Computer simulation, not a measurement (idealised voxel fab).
Process module heading - voxel released beams
Pictured: cross-section cut, 275 nm wide, on a grid of 5 nm square cells.
Reading order for cross-sections: top band down to bottom band. Underlying form: a grid of square cells. Band size: one or more rows of cells.
First you get the band's top height and its bottom height, in nm, and then the materials it's made of, left to right, with each width in nm. If you see a single material with "edge to edge", that one covers the band edge to edge. "empty" is empty space.
It should be noted that heights are counted from 0, beneath which the wafer as supplied is of one material throughout, and that the lowest band possesses no lower boundary but continues downward, as written in "0 -> down".
The expression "30->40" gives the width at the extremes of the band, the first number at its top row of cells and the second at its bottom row, with the width changing by equal amounts from each row to the next in between.
"no modifications" after a step means that no cell of the cross-section changed.
The entry "closed voids" lists the empty spaces that cover at least 8 cells and have no open path to the top. Each is written as width x height at distance, where the distance is measured from the left edge and all three values are in nm.
after a step's settings: what the simulator itself notes on the step
A step's line can hold "overlay nm"; with a mask on that step, the setting says how far right of the planned place the mask lay, while a negative setting says it lay to the left.

## These are the steps we planned for the process
- 1: RECEIVE [material Si]
- 2: CONFORMAL_DEP [material Al2O3] [thk nm 10]
- 3: DIRECTIONAL_DEP [material SiO2] [thk nm 15]
- 4: MASKED_ETCH [tone open] [mask id ANCHOR] [width nm 25] [etch materials SiO2] [depth nm 15] [overlay nm 0]
- 5: CONFORMAL_DEP [material SiN] [thk nm 10]
- 6: MASKED_ETCH [tone cover] [mask id BEAM] [width nm 105] [etch materials SiN] [depth nm 10] [overlay nm 0]
- 7: STRIP [etch materials SiO2]

## Wafer cross-section on receipt, i.e. after step 1
* 0 -> down = Si edge to edge
* closed voids: none

## Post-module cross-section of the first of two wafers (run per plan)
* 35 -> 25 = empty 80 nm  SiN 15 nm  empty 5 nm  SiN 85 nm  empty 90 nm
* 25 -> 20 = empty 85 nm  SiN 10 nm  empty 5 nm  SiN 10 nm  empty 165 nm
* 20 -> 10 = empty 85 nm  SiN 25 nm  empty 165 nm
* 10 -> 0 = Al2O3 edge to edge
* 0 -> down = Si edge to edge
* closed voids: none

## Here is the second of the two wafers cut open at the end of the module - same start, same plan as the first one, but we made one mistake running it
* 25 -> 10 = empty 85 nm  SiN 10 nm  empty 5 nm  SiN 10 nm  empty 165 nm
* 10 -> 0 = Al2O3 edge to edge
* 0 -> down = Si edge to edge
* closed voids: none
Where did the run depart from the plan? step 6 ran as: MASKED_ETCH [tone open] [mask id BEAM] [width nm 105] [etch materials SiN] [depth nm 10] [overlay nm 0]
Wafer comparison, final, in cells, second relative to first, materials more or fewer: SiN -42
